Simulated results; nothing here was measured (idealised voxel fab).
The name of this process module is voxel transistor to metal.
Square cell edge 5 nm, section width 180 nm, ID cut.
Think of the cross-section as a grid of square cells. We describe it in bands, top to bottom, and each band covers one or more rows of those cells. First you get the band's top height and its bottom height, in nm, and then the materials it's made of, left to right, with each width in nm. If you see a single material with "everywhere", that one covers the band edge to edge. "empty" is empty space. Heights from 0 (as-received wafer is one material below). Bottom band endless downward, as "z 0 and below". Width spec "30 to 40" -> top row of cells at first value, bottom row at second value, equal per-row change in between. Reading "remains unaltered" for a step: not a cell of the cross-section changed in it. Under "Sealed internal cavities" you'll find the enclosed gaps, the ones with no way out to the top, that are 8 cells or bigger; each reads width x height at distance, with distance counted from the left edge, everything in nm. Anything after a step's settings on that line? It's the simulator's own note about the step. On any step carrying a mask, the "overlay nm" setting, if present on the step's line, tells how far right of its planned place the mask lay; negative values point to the left.
-- Below is the list of planned process steps
1,RECEIVE: material Si
2,OXIDIZE: depth nm 5
3,CONFORMAL_DEP: material SiN, thk nm 15
4,PATTERN: tone cover, mask id ACTIVE, material resist, width nm 115, thk nm 15, overlay nm 0
5,DIRECTIONAL_ETCH: etch materials SiN, depth nm 15
6,DIRECTIONAL_ETCH: etch materials SiO2, depth nm 5
7,DIRECTIONAL_ETCH: etch materials Si, depth nm 25
8,STRIP: etch materials resist
9,OXIDIZE: depth nm 5
10,FILL_DEP: material SiO2, thk nm 15
11,CMP: height nm 15
12,SELECTIVE_ETCH: etch materials SiO2, depth nm 10
13,STRIP: etch materials SiN
14,SELECTIVE_ETCH: etch materials SiO2, depth nm 5
15,OXIDIZE: depth nm 5
16,DIRECTIONAL_DEP: material polySi, thk nm 30
17,DIRECTIONAL_DEP: material SiCN, thk nm 10
18,PATTERN: tone cover, mask id GATE, material resist, width nm 25, thk nm 15, overlay nm 0
19,DIRECTIONAL_ETCH: etch materials SiCN, depth nm 20
20,DIRECTIONAL_ETCH: etch materials polySi, depth nm 40
21,STRIP: etch materials resist
22,CONFORMAL_DEP: material SiN, thk nm 5
23,DIRECTIONAL_ETCH: etch materials SiN, depth nm 5
24,DIRECTIONAL_ETCH: etch materials SiO2, depth nm 5
25,DIRECTIONAL_ETCH: etch materials Si, depth nm 10
26,EPI: material nSi, thk nm 10
27,FILL_DEP: material SiO2, thk nm 10
28,CMP: height nm 25
29,STRIP: etch materials polySi
30,SELECTIVE_ETCH: etch materials SiO2, depth nm 5
31,CONFORMAL_DEP: material HfO2, thk nm 5
32,CONFORMAL_DEP: material TiN, thk nm 5
33,FILL_DEP: material W, thk nm 5
34,CMP: height nm 20
35,DIRECTIONAL_DEP: material SiO2, thk nm 15
36,DIRECTIONAL_DEP: material aC, thk nm 15
37,PATTERN: tone open, mask id CONTACT, material resist, width nm 20, pitch nm 85, thk nm 30, overlay nm 0
38,DIRECTIONAL_ETCH: etch materials aC, depth nm 15
39,STRIP: etch materials resist
40,DIRECTIONAL_ETCH: etch materials SiO2, depth nm 45
41,STRIP: etch materials aC
42,CONFORMAL_DEP: material TiN, thk nm 5
43,FILL_DEP: material Ru, thk nm 5
44,CMP: height nm 35
45,CONFORMAL_DEP: material SiCN, thk nm 5
46,DIRECTIONAL_DEP: material lowk, thk nm 20
47,DIRECTIONAL_DEP: material aC, thk nm 15
48,PATTERN: tone open, mask id METAL_1, material resist, width nm 20, pitch nm 85, thk nm 35, overlay nm 0
49,DIRECTIONAL_ETCH: etch materials aC, depth nm 15
50,STRIP: etch materials resist
51,DIRECTIONAL_ETCH: etch materials lowk, depth nm 20
52,DIRECTIONAL_ETCH: etch materials SiCN, depth nm 5
53,STRIP: etch materials aC
54,CONFORMAL_DEP: material TiN, thk nm 5
55,FILL_DEP: material Ru, thk nm 10
56,CMP: height nm 60
57,CONFORMAL_DEP: material SiCN, thk nm 5
58,DIRECTIONAL_DEP: material SiO2, thk nm 30
59,MASKED_ETCH: tone open, mask id METAL_2_HOLES, width nm 15, pitch nm 85, etch materials SiO2, depth nm 30, overlay nm 0
60,DIRECTIONAL_DEP: material aC, thk nm 10
61,PATTERN: tone open, mask id METAL_2, material resist, width nm 20, pitch nm 85, thk nm 30, overlay nm 0
62,DIRECTIONAL_ETCH: etch materials aC, depth nm 10
63,STRIP: etch materials resist
64,DIRECTIONAL_ETCH: etch materials SiO2, depth nm 15
65,DIRECTIONAL_ETCH: etch materials SiCN, depth nm 5
66,STRIP: etch materials aC
67,CONFORMAL_DEP: material TiN, thk nm 5
68,FILL_DEP: material Cu, thk nm 10
69,CMP: height nm 95
70,CONFORMAL_DEP: material SiCN, thk nm 5
-- Cross-section of the incoming wafer, state after step 1
> z 0 and below: Si everywhere
> Sealed internal cavities: none
-- Wafer cross-section at end of module: start and plan as shown above, one execution error
> z 100 to 95: SiCN everywhere
> z 95 to 85: SiO2: 35 / TiN: 5 / Cu: 10 / TiN: 5 / SiO2: 65 / TiN: 5 / Cu: 10 / TiN: 5 / SiO2: 40
> z 85 to 80: SiO2: 35 / TiN: 5 / Cu: 5 / TiN: 10 / SiO2: 65 / TiN: 5 / Cu: 5 / TiN: 10 / SiO2: 40
> z 80 to 65: SiO2: 35 / TiN: 5 / Cu: 5 / TiN: 5 / SiO2: 70 / TiN: 5 / Cu: 5 / TiN: 5 / SiO2: 45
> z 65 to 60: SiCN: 35 / TiN: 15 / SiCN: 70 / TiN: 15 / SiCN: 45
> z 60 to 40: lowk: 25 / TiN: 5 / Ru: 10 / TiN: 5 / lowk: 65 / TiN: 5 / Ru: 10 / TiN: 5 / lowk: 50
> z 40 to 35: SiCN: 25 / TiN: 20 / SiCN: 65 / TiN: 20 / SiCN: 50
> z 35 to 20: SiO2: 35 / TiN: 5 / Ru: 10 / TiN: 5 / SiO2: 65 / TiN: 5 / Ru: 10 / TiN: 5 / SiO2: 40
> z 20 to 0: SiO2: 35 / TiN: 5 / Ru: 10 / TiN: 5 / SiO2: 15 / SiN: 5 / HfO2: 5 / TiN: 5 / W: 5 / TiN: 5 / HfO2: 5 / SiN: 5 / SiO2: 15 / TiN: 5 / Ru: 10 / TiN: 5 / SiO2: 40
> z 0 to -5: SiO2: 25 / SiN: 5 / SiO2: 5 / TiN: 5 / Ru: 10 / TiN: 5 / SiO2: 5 / nSi: 10 / SiN: 5 / HfO2: 5 / TiN: 15 / HfO2: 5 / SiN: 5 / nSi: 10 / SiO2: 5 / TiN: 5 / Ru: 10 / TiN: 5 / SiO2: 5 / SiN: 5 / SiO2: 30
> z -5 to -10: SiO2: 35 / TiN: 20 / SiO2: 5 / nSi: 10 / HfO2: 35 / nSi: 10 / SiO2: 5 / TiN: 20 / SiO2: 40
> z -10 to -20: SiO2: 35 / nSi: 35 / Si: 35 / nSi: 35 / SiO2: 40
> z -20 to -35: SiO2: 35 / Si: 105 / SiO2: 40
> z -35 and below: Si everywhere
> Sealed internal cavities: none
Here's what went sideways: step 48 was run on a setting that differed from the plan, and what really ran there is PATTERN: tone open, mask id METAL_1, material resist, width nm 20, pitch nm 85, thk nm 35, overlay nm -10
